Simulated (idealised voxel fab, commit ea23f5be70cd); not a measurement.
process module | voxel self aligned contacts
cross-section cut | 225 nm wide | cells 5 nm
A cross-section is a grid of square cells, given in bands from the top down. A band is one or more rows of cells.
Each band's line starts with the height of the band's top and of its bottom, in nm. Then come its materials from left to right, each with its width in nm. One material with "throughout" fills the band from edge to edge. "air" is empty space.
Height 0 is the level under which the wafer as received is all one material. The lowest band goes on downwards, as in "0 down".
A width such as "30 to 40" changes by the same amount from each row of cells to the next, from the band's top row to its bottom row.
"no change" after a step means that no cell of the cross-section changed.
closed voids: empty space of 8 cells or more with no open way to the top, each as width x height at its distance from the left edge, in nm
after a step's settings: what the simulator itself notes on the step
overlay nm, on a step with a mask: how far to the right of its planned place the mask lay; to the left if negative
plan
1 op RECEIVE | material Si
2 op OXIDIZE | depth nm 5
3 op DIRECTIONAL_DEP | material polySi | thk nm 30
4 op DIRECTIONAL_DEP | material SiN | thk nm 20
5 op PATTERN | tone cover | mask id GATE | material resist | width nm 35 | pitch nm 65 | thk nm 15 | overlay nm 0
6 op DIRECTIONAL_ETCH | etch materials SiN | depth nm 20
7 op DIRECTIONAL_ETCH | etch materials polySi | depth nm 30
8 op STRIP | etch materials resist
9 op CONFORMAL_DEP | material SiN | thk nm 5
10 op DIRECTIONAL_ETCH | etch materials SiN | depth nm 5
11 op FILL_DEP | material SiO2 | thk nm 15
12 op CMP | height nm 60
13 op DIRECTIONAL_DEP | material aC | thk nm 15
14 op PATTERN | tone open | mask id CONTACT | material resist | width nm 50 | pitch nm 65 | thk nm 30 | overlay nm 0
15 op DIRECTIONAL_ETCH | etch materials aC | depth nm 15
16 op STRIP | etch materials resist
17 op DIRECTIONAL_ETCH | etch materials SiO2 | depth nm 65
18 op STRIP | etch materials aC
19 op CONFORMAL_DEP | material TiN | thk nm 5
20 op FILL_DEP | material W | thk nm 10
21 op CMP | height nm 60
22 op CONFORMAL_DEP | material SiN | thk nm 5
as received, after step 1
  0 down: Si throughout
  closed voids: none
a wafer at the end: this start, this plan, one mistake
  65 to 60: SiN throughout
  60 to 50: SiO2 55 | TiN 5 to 10 | W 40 to 10 | TiN 5 to 30 | SiO2 15 | TiN 5 to 10 | W 40 to 10 | TiN 5 to 30 | SiO2 55
  50 to 30: SiO2 15 | SiN 45 | TiN 5 | W 10 | TiN 5 | SiN 45 | TiN 5 | W 10 | TiN 5 | SiN 45 | SiO2 35
  30 to 0: SiO2 15 | SiN 5 | polySi 35 | SiN 5 | TiN 5 | W 10 | TiN 5 | SiN 5 | polySi 35 | SiN 5 | TiN 5 | W 10 | TiN 5 | SiN 5 | polySi 35 | SiN 5 | SiO2 35
  0 to -5: SiO2 60 | TiN 20 | SiO2 45 | TiN 20 | SiO2 80
  -5 down: Si throughout
  closed voids: none
what went wrong: step 5 ran as: op PATTERN | tone cover | mask id GATE | material resist | width nm 35 | pitch nm 65 | thk nm 15 | overlay nm -10
